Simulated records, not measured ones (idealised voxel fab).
Name of the process module below: voxel double patterning
Xsec cut, 240 nm wide, square cell size 5 nm.
Think of the cross-section as a grid of square cells. We describe it in bands, top to bottom, and each band covers one or more rows of those cells. First you get the band's top height and its bottom height, in nm, and then the materials it's made of, left to right, with each width in nm. If you see a single material with "everywhere", that one covers the band edge to edge. "blank" is empty space. Zero point of the height axis is 0; under it, received wafer = one material. Lowest band: continues down indefinitely, "z 0 and below". The width entry "30..40" should be interpreted row by row: the top row of cells in the band takes the first number, the bottom row takes the second number, and the change between adjacent rows is uniform throughout. The designation "no alterations made", where it is given for a processing step, indicates that no cell of the cross-section was altered in the course of that step. Listed in "Voids lacking openings": every empty space of 8 or more cells without an open way to the top. Form: width x height at distance, the distance being from the left edge, all in nm. Note: text after step settings on the step line = simulator remark on that step. A step line may carry the setting "overlay nm", which, for steps involving a mask, states the distance by which the mask lay to the right of its intended position; negative values denote displacement to the left.
### The planned process steps are enumerated hereunder
step 1: RECEIVE: material Si
step 2: CONFORMAL_DEP: material SiO2, thk nm 5
step 3: DIRECTIONAL_DEP: material TiN, thk nm 20
step 4: DIRECTIONAL_DEP: material SiCN, thk nm 10
step 5: DIRECTIONAL_DEP: material aC, thk nm 10
step 6: PATTERN: tone open, mask id FIRST, material resist, width nm 15, pitch nm 50, thk nm 25, overlay nm 0
step 7: DIRECTIONAL_ETCH: etch materials aC, depth nm 10
step 8: STRIP: etch materials resist
step 9: DIRECTIONAL_ETCH: etch materials SiCN, depth nm 10
step 10: STRIP: etch materials aC
step 11: PATTERN: tone open, mask id SECOND, material resist, width nm 15, pitch nm 50, thk nm 20, overlay nm 0
step 12: DIRECTIONAL_ETCH: etch materials SiCN, depth nm 10
step 13: STRIP: etch materials resist
step 14: DIRECTIONAL_ETCH: etch materials TiN, depth nm 20
step 15: STRIP: etch materials SiCN
### Cross-section of the wafer at receipt, which is the condition after step 1
  z 0 and below | Si everywhere
  Voids lacking openings: none
### First of two wafers at the end of the module, shown in cross-section; run carried out as planned
  z 25 to 5 | TiN=60 | blank=15 | TiN=10 | blank=15 | TiN=10 | blank=15 | TiN=10 | blank=15 | TiN=10 | blank=15 | TiN=65
  z 5 to 0 | SiO2 everywhere
  z 0 and below | Si everywhere
  Voids lacking openings: none
### Cross-section, second wafer: same start as the first, same plan as the first, one mistake in running it; taken at the end of the module
  z 25 to 5 | blank=85 | TiN=15 | blank=35 | TiN=15 | blank=90
  z 5 to 0 | SiO2 everywhere
  z 0 and below | Si everywhere
  Voids lacking openings: none
Here's what went sideways: step 11 ran with different settings than intended, the actual operation and settings being PATTERN: tone cover, mask id SECOND, material resist, width nm 15, pitch nm 50, thk nm 20, overlay nm 0
Final cells, second wafer relative to first, materials higher or lower: TiN -108
